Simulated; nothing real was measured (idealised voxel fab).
process module | voxel self aligned vias
cross-section cut | 180 nm wide | cells 5 nm
A cross-section is a grid of square cells, given in bands from the top down. A band is one or more rows of cells.
Each band's line starts with the height of the band's top and of its bottom, in nm. Then come its materials from left to right, each with its width in nm. One material with "throughout" fills the band from edge to edge. "air" is empty space.
Height 0 is the level under which the wafer as received is all one material. The lowest band goes on downwards, as in "0 down".
A width such as "30 to 40" changes by the same amount from each row of cells to the next, from the band's top row to its bottom row.
"no change" after a step means that no cell of the cross-section changed.
closed voids: empty space of 8 cells or more with no open way to the top, each as width x height at its distance from the left edge, in nm
after a step's settings: what the simulator itself notes on the step
overlay nm, on a step with a mask: how far to the right of its planned place the mask lay; to the left if negative
plan
1 op RECEIVE | material Si
2 op CONFORMAL_DEP | material SiO2 | thk nm 15
3 op CONFORMAL_DEP | material SiCN | thk nm 5
4 op DIRECTIONAL_DEP | material lowk | thk nm 25
5 op DIRECTIONAL_DEP | material aC | thk nm 10
6 op PATTERN | tone open | mask id LINES | material resist | width nm 20 | pitch nm 55 | thk nm 25 | overlay nm 0
7 op DIRECTIONAL_ETCH | etch materials aC | depth nm 10
8 op STRIP | etch materials resist
9 op DIRECTIONAL_ETCH | etch materials lowk | depth nm 25
10 op STRIP | etch materials aC
11 op CONFORMAL_DEP | material TiN | thk nm 5
12 op FILL_DEP | material Ru | thk nm 5
13 op CMP | height nm 45
14 op SELECTIVE_ETCH | etch materials W Ru TiN | depth nm 5
15 op FILL_DEP | material SiN | thk nm 10
16 op CMP | height nm 45
17 op DIRECTIONAL_DEP | material lowk | thk nm 15
18 op PATTERN | tone open | mask id VIAS | material resist | width nm 40 | pitch nm 55 | thk nm 15 | overlay nm 0
19 op DIRECTIONAL_ETCH | etch materials lowk | depth nm 15
20 op DIRECTIONAL_ETCH | etch materials SiN | depth nm 5
21 op STRIP | etch materials resist
22 op CONFORMAL_DEP | material TiN | thk nm 5
23 op FILL_DEP | material W | thk nm 10
24 op CMP | height nm 60
25 op CONFORMAL_DEP | material SiN | thk nm 5
first wafer, as planned
as received, after step 1
  0 down: Si throughout
  closed voids: none
after step 2
  15 to 0: SiO2 throughout
  below 0: unchanged
after step 3
  20 to 15: SiCN throughout
  below 15: unchanged
after step 4
  45 to 20: lowk throughout
  below 20: unchanged
after step 5
  55 to 45: aC throughout
  below 45: unchanged
after step 6
  80 to 55: resist 25 | air 20 | resist 35 | air 20 | resist 35 | air 20 | resist 25
  below 55: unchanged
after step 7
  70 to 55: resist 25 | air 20 | resist 35 | air 20 | resist 35 | air 20 | resist 25
  55 to 45: aC 25 | air 20 | aC 35 | air 20 | aC 35 | air 20 | aC 25
  below 45: unchanged
after step 8
  55 to 45: aC 25 | air 20 | aC 35 | air 20 | aC 35 | air 20 | aC 25
  below 45: unchanged
after step 9
  55 to 45: aC 25 | air 20 | aC 35 | air 20 | aC 35 | air 20 | aC 25
  45 to 20: lowk 25 | air 20 | lowk 35 | air 20 | lowk 35 | air 20 | lowk 25
  below 20: unchanged
after step 10
  45 to 20: lowk 25 | air 20 | lowk 35 | air 20 | lowk 35 | air 20 | lowk 25
  below 20: unchanged
after step 11
  50 to 45: TiN 30 | air 10 | TiN 45 | air 10 | TiN 45 | air 10 | TiN 30
  45 to 25: lowk 25 | TiN 5 | air 10 | TiN 5 | lowk 35 | TiN 5 | air 10 | TiN 5 | lowk 35 | TiN 5 | air 10 | TiN 5 | lowk 25
  25 to 20: lowk 25 | TiN 20 | lowk 35 | TiN 20 | lowk 35 | TiN 20 | lowk 25
  below 20: unchanged
after step 12
  55 to 50: Ru throughout
  50 to 45: TiN 30 | Ru 10 | TiN 45 | Ru 10 | TiN 45 | Ru 10 | TiN 30
  45 to 25: lowk 25 | TiN 5 | Ru 10 | TiN 5 | lowk 35 | TiN 5 | Ru 10 | TiN 5 | lowk 35 | TiN 5 | Ru 10 | TiN 5 | lowk 25
  below 25: unchanged
after step 13
  45 to 25: lowk 25 | TiN 5 | Ru 10 | TiN 5 | lowk 35 | TiN 5 | Ru 10 | TiN 5 | lowk 35 | TiN 5 | Ru 10 | TiN 5 | lowk 25
  below 25: unchanged
after step 14
  45 to 40: lowk 25 | air 20 | lowk 35 | air 20 | lowk 35 | air 20 | lowk 25
  below 40: unchanged
after step 15
  55 to 45: SiN throughout
  45 to 40: lowk 25 | SiN 20 | lowk 35 | SiN 20 | lowk 35 | SiN 20 | lowk 25
  below 40: unchanged
after step 16
  45 to 40: lowk 25 | SiN 20 | lowk 35 | SiN 20 | lowk 35 | SiN 20 | lowk 25
  below 40: unchanged
after step 17
  60 to 45: lowk throughout
  below 45: unchanged
after step 18
  75 to 60: resist 15 | air 40 | resist 15 | air 40 | resist 15 | air 40 | resist 15
  below 60: unchanged
after step 19
  75 to 60: resist 15 | air 40 | resist 15 | air 40 | resist 15 | air 40 | resist 15
  60 to 45: lowk 15 | air 40 | lowk 15 | air 40 | lowk 15 | air 40 | lowk 15
  below 45: unchanged
after step 20
  75 to 60: resist 15 | air 40 | resist 15 | air 40 | resist 15 | air 40 | resist 15
  60 to 45: lowk 15 | air 40 | lowk 15 | air 40 | lowk 15 | air 40 | lowk 15
  45 to 40: lowk 25 | air 20 | lowk 35 | air 20 | lowk 35 | air 20 | lowk 25
  below 40: unchanged
after step 21
  60 to 45: lowk 15 | air 40 | lowk 15 | air 40 | lowk 15 | air 40 | lowk 15
  below 45: unchanged
after step 22
  65 to 60: TiN 20 | air 30 | TiN 25 | air 30 | TiN 25 | air 30 | TiN 20
  60 to 50: lowk 15 | TiN 5 | air 30 | TiN 5 | lowk 15 | TiN 5 | air 30 | TiN 5 | lowk 15 | TiN 5 | air 30 | TiN 5 | lowk 15
  50 to 45: lowk 15 | TiN 15 | air 10 | TiN 15 | lowk 15 | TiN 15 | air 10 | TiN 15 | lowk 15 | TiN 15 | air 10 | TiN 15 | lowk 15
  45 to 40: lowk 25 | TiN 20 | lowk 35 | TiN 20 | lowk 35 | TiN 20 | lowk 25
  below 40: unchanged
after step 23
  75 to 65: W throughout
  65 to 60: TiN 20 | W 30 | TiN 25 | W 30 | TiN 25 | W 30 | TiN 20
  60 to 50: lowk 15 | TiN 5 | W 30 | TiN 5 | lowk 15 | TiN 5 | W 30 | TiN 5 | lowk 15 | TiN 5 | W 30 | TiN 5 | lowk 15
  50 to 45: lowk 15 | TiN 15 | W 10 | TiN 15 | lowk 15 | TiN 15 | W 10 | TiN 15 | lowk 15 | TiN 15 | W 10 | TiN 15 | lowk 15
  below 45: unchanged
after step 24
  60 to 50: lowk 15 | TiN 5 | W 30 | TiN 5 | lowk 15 | TiN 5 | W 30 | TiN 5 | lowk 15 | TiN 5 | W 30 | TiN 5 | lowk 15
  below 50: unchanged
after step 25
  65 to 60: SiN throughout
  below 60: unchanged
second wafer: like start, like plan, one mistake. Through step 2 it matches the first wafer
when step 3 should have ended
  40 to 15: lowk throughout
  below 15: unchanged
when step 4 should have ended
  45 to 40: SiCN throughout
  below 40: unchanged
when step 5 should have ended
  55 to 45: aC throughout
  below 45: unchanged
when step 6 should have ended
  80 to 55: resist 25 | air 20 | resist 35 | air 20 | resist 35 | air 20 | resist 25
  below 55: unchanged
when step 7 should have ended
  70 to 55: resist 25 | air 20 | resist 35 | air 20 | resist 35 | air 20 | resist 25
  55 to 45: aC 25 | air 20 | aC 35 | air 20 | aC 35 | air 20 | aC 25
  below 45: unchanged
when step 8 should have ended
  55 to 45: aC 25 | air 20 | aC 35 | air 20 | aC 35 | air 20 | aC 25
  below 45: unchanged
when step 9 should have ended: no change
when step 10 should have ended
  45 to 40: SiCN throughout
  below 40: unchanged
when step 11 should have ended
  50 to 45: TiN throughout
  below 45: unchanged
when step 12 should have ended
  55 to 50: Ru throughout
  below 50: unchanged
when step 13 should have ended
  45 to 40: SiCN throughout
  below 40: unchanged
when step 14 should have ended: no change
when step 15 should have ended
  55 to 45: SiN throughout
  below 45: unchanged
when step 16 should have ended
  45 to 40: SiCN throughout
  below 40: unchanged
when step 17 should have ended
  60 to 45: lowk throughout
  below 45: unchanged
when step 18 should have ended
  75 to 60: resist 15 | air 40 | resist 15 | air 40 | resist 15 | air 40 | resist 15
  below 60: unchanged
when step 19 should have ended
  75 to 60: resist 15 | air 40 | resist 15 | air 40 | resist 15 | air 40 | resist 15
  60 to 45: lowk 15 | air 40 | lowk 15 | air 40 | lowk 15 | air 40 | lowk 15
  below 45: unchanged
when step 20 should have ended: no change
when step 21 should have ended
  60 to 45: lowk 15 | air 40 | lowk 15 | air 40 | lowk 15 | air 40 | lowk 15
  below 45: unchanged
when step 22 should have ended
  65 to 60: TiN 20 | air 30 | TiN 25 | air 30 | TiN 25 | air 30 | TiN 20
  60 to 50: lowk 15 | TiN 5 | air 30 | TiN 5 | lowk 15 | TiN 5 | air 30 | TiN 5 | lowk 15 | TiN 5 | air 30 | TiN 5 | lowk 15
  50 to 45: lowk 15 | TiN 40 | lowk 15 | TiN 40 | lowk 15 | TiN 40 | lowk 15
  below 45: unchanged
when step 23 should have ended
  75 to 65: W throughout
  65 to 60: TiN 20 | W 30 | TiN 25 | W 30 | TiN 25 | W 30 | TiN 20
  60 to 50: lowk 15 | TiN 5 | W 30 | TiN 5 | lowk 15 | TiN 5 | W 30 | TiN 5 | lowk 15 | TiN 5 | W 30 | TiN 5 | lowk 15
  below 50: unchanged
when step 24 should have ended
  60 to 50: lowk 15 | TiN 5 | W 30 | TiN 5 | lowk 15 | TiN 5 | W 30 | TiN 5 | lowk 15 | TiN 5 | W 30 | TiN 5 | lowk 15
  below 50: unchanged
when step 25 should have ended
  65 to 60: SiN throughout
  below 60: unchanged
what went wrong: steps 3 and 4 were swapped
at the end the second wafer has, in cells: 18 fewer of Ru | 36 fewer of TiN | 6 fewer of W | 60 more of lowk
